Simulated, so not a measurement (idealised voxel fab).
process module | voxel air gaps
cross-section cut | 300 nm wide | cells 5 nm
A cross-section is a grid of square cells, given in bands from the top down. A band is one or more rows of cells.
Each band's line starts with the height of the band's top and of its bottom, in nm. Then come its materials from left to right, each with its width in nm. One material with "throughout" fills the band from edge to edge. "air" is empty space.
Height 0 is the level under which the wafer as received is all one material. The lowest band goes on downwards, as in "0 down".
A width such as "30 to 40" changes by the same amount from each row of cells to the next, from the band's top row to its bottom row.
"no change" after a step means that no cell of the cross-section changed.
closed voids: empty space of 8 cells or more with no open way to the top, each as width x height at its distance from the left edge, in nm
after a step's settings: what the simulator itself notes on the step
overlay nm, on a step with a mask: how far to the right of its planned place the mask lay; to the left if negative
plan
1 op RECEIVE | material Si
2 op CONFORMAL_DEP | material SiO2 | thk nm 10
3 op CONFORMAL_DEP | material SiCN | thk nm 5
4 op DIRECTIONAL_DEP | material SiO2 | thk nm 30
5 op MASKED_ETCH | tone open | mask id LINES | width nm 25 | pitch nm 50 | etch materials SiO2 | depth nm 40 | overlay nm 0
6 op CONFORMAL_DEP | material TiN | thk nm 5
7 op FILL_DEP | material Ru | thk nm 10
8 op CMP | height nm 55
9 op EPI | material Ru | thk nm 10
10 op SELECTIVE_ETCH | etch materials SiO2 | depth nm 50
11 op CONFORMAL_DEP | material SiCN | thk nm 5
varied across the wafers: thk nm of step 4. The plan shows the first wafer's value. All wafers start alike
first wafer as received, after step 1
  0 down: Si throughout
  closed voids: none
each wafer at the end: cells of each material gained (+) or lost (-) since it was received, then its closed voids
thk nm 30 | +234 Ru | +120 SiCN | +390 SiO2 | +96 TiN | closed voids: none
thk nm 35 | +183 Ru | +120 SiCN | +435 SiO2 | +102 TiN | closed voids: none
thk nm 40 | +117 Ru | +196 SiCN | +120 SiO2 | +57 TiN | closed voids: 15 x 30 at 115; 15 x 30 at 165
